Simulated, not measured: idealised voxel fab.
process module | voxel spacer lines
cross-section cut | 205 nm wide | cells 5 nm
A cross-section is a grid of square cells, given in bands from the top down. A band is one or more rows of cells.
Each band's line starts with the height of the band's top and of its bottom, in nm. Then come its materials from left to right, each with its width in nm. One material with "throughout" fills the band from edge to edge. "air" is empty space.
Height 0 is the level under which the wafer as received is all one material. The lowest band goes on downwards, as in "0 down".
A width such as "30 to 40" changes by the same amount from each row of cells to the next, from the band's top row to its bottom row.
"no change" after a step means that no cell of the cross-section changed.
closed voids: empty space of 8 cells or more with no open way to the top, each as width x height at its distance from the left edge, in nm
after a step's settings: what the simulator itself notes on the step
overlay nm, on a step with a mask: how far to the right of its planned place the mask lay; to the left if negative
plan
1 op RECEIVE | material Si
2 op CONFORMAL_DEP | material Al2O3 | thk nm 5
3 op DIRECTIONAL_DEP | material polySi | thk nm 20
4 op DIRECTIONAL_DEP | material aC | thk nm 20
5 op PATTERN | tone cover | mask id MANDREL | material resist | width nm 25 | pitch nm 70 | thk nm 30 | overlay nm 0
6 op DIRECTIONAL_ETCH | etch materials aC | depth nm 20
7 op STRIP | etch materials resist
8 op CONFORMAL_DEP | material SiN | thk nm 10
9 op DIRECTIONAL_ETCH | etch materials SiN | depth nm 10
10 op STRIP | etch materials aC
11 op DIRECTIONAL_ETCH | etch materials polySi | depth nm 20
12 op STRIP | etch materials SiN
13 op FILL_DEP | material SiO2 | thk nm 10
14 op CMP | height nm 25
first wafer, as planned
as received, after step 1
  0 down: Si throughout
  closed voids: none
after step 2
  5 to 0: Al2O3 throughout
  below 0: unchanged
after step 3
  25 to 5: polySi throughout
  below 5: unchanged
after step 4
  45 to 25: aC throughout
  below 25: unchanged
after step 5
  75 to 45: air 55 | resist 25 | air 45 | resist 25 | air 55
  below 45: unchanged
after step 6
  55 to 45: air 55 | resist 25 | air 45 | resist 25 | air 55
  45 to 25: air 55 | aC 25 | air 45 | aC 25 | air 55
  below 25: unchanged
after step 7
  45 to 25: air 55 | aC 25 | air 45 | aC 25 | air 55
  below 25: unchanged
after step 8
  55 to 45: air 45 | SiN 45 | air 25 | SiN 45 | air 45
  45 to 35: air 45 | SiN 10 | aC 25 | SiN 10 | air 25 | SiN 10 | aC 25 | SiN 10 | air 45
  35 to 25: SiN 55 | aC 25 | SiN 45 | aC 25 | SiN 55
  below 25: unchanged
after step 9
  45 to 25: air 45 | SiN 10 | aC 25 | SiN 10 | air 25 | SiN 10 | aC 25 | SiN 10 | air 45
  below 25: unchanged
after step 10
  45 to 25: air 45 | SiN 10 | air 25 | SiN 10 | air 25 | SiN 10 | air 25 | SiN 10 | air 45
  below 25: unchanged
after step 11
  45 to 25: air 45 | SiN 10 | air 25 | SiN 10 | air 25 | SiN 10 | air 25 | SiN 10 | air 45
  25 to 5: air 45 | polySi 10 | air 25 | polySi 10 | air 25 | polySi 10 | air 25 | polySi 10 | air 45
  below 5: unchanged
after step 12
  25 to 5: air 45 | polySi 10 | air 25 | polySi 10 | air 25 | polySi 10 | air 25 | polySi 10 | air 45
  below 5: unchanged
after step 13
  35 to 25: SiO2 throughout
  25 to 5: SiO2 45 | polySi 10 | SiO2 25 | polySi 10 | SiO2 25 | polySi 10 | SiO2 25 | polySi 10 | SiO2 45
  below 5: unchanged
after step 14
  25 to 5: SiO2 45 | polySi 10 | SiO2 25 | polySi 10 | SiO2 25 | polySi 10 | SiO2 25 | polySi 10 | SiO2 45
  below 5: unchanged
second wafer: like start, like plan, one mistake. Through step 4 it matches the first wafer
when step 5 should have ended
  75 to 45: air 60 | resist 20 | air 50 | resist 20 | air 55
  below 45: unchanged
when step 6 should have ended
  55 to 45: air 60 | resist 20 | air 50 | resist 20 | air 55
  45 to 25: air 60 | aC 20 | air 50 | aC 20 | air 55
  below 25: unchanged
when step 7 should have ended
  45 to 25: air 60 | aC 20 | air 50 | aC 20 | air 55
  below 25: unchanged
when step 8 should have ended
  55 to 45: air 50 | SiN 40 | air 30 | SiN 40 | air 45
  45 to 35: air 50 | SiN 10 | aC 20 | SiN 10 | air 30 | SiN 10 | aC 20 | SiN 10 | air 45
  35 to 25: SiN 60 | aC 20 | SiN 50 | aC 20 | SiN 55
  below 25: unchanged
when step 9 should have ended
  45 to 25: air 50 | SiN 10 | aC 20 | SiN 10 | air 30 | SiN 10 | aC 20 | SiN 10 | air 45
  below 25: unchanged
when step 10 should have ended
  45 to 25: air 50 | SiN 10 | air 20 | SiN 10 | air 30 | SiN 10 | air 20 | SiN 10 | air 45
  below 25: unchanged
when step 11 should have ended
  45 to 25: air 50 | SiN 10 | air 20 | SiN 10 | air 30 | SiN 10 | air 20 | SiN 10 | air 45
  25 to 5: air 50 | polySi 10 | air 20 | polySi 10 | air 30 | polySi 10 | air 20 | polySi 10 | air 45
  below 5: unchanged
when step 12 should have ended
  25 to 5: air 50 | polySi 10 | air 20 | polySi 10 | air 30 | polySi 10 | air 20 | polySi 10 | air 45
  below 5: unchanged
when step 13 should have ended
  35 to 25: SiO2 throughout
  25 to 5: SiO2 50 | polySi 10 | SiO2 20 | polySi 10 | SiO2 30 | polySi 10 | SiO2 20 | polySi 10 | SiO2 45
  below 5: unchanged
when step 14 should have ended
  25 to 5: SiO2 50 | polySi 10 | SiO2 20 | polySi 10 | SiO2 30 | polySi 10 | SiO2 20 | polySi 10 | SiO2 45
  below 5: unchanged
what went wrong: step 5 ran as: op PATTERN | tone cover | mask id MANDREL | material resist | width nm 20 | pitch nm 70 | thk nm 30 | overlay nm 0
at the end the second wafer has, in cells: as many of each material as the first, in other places
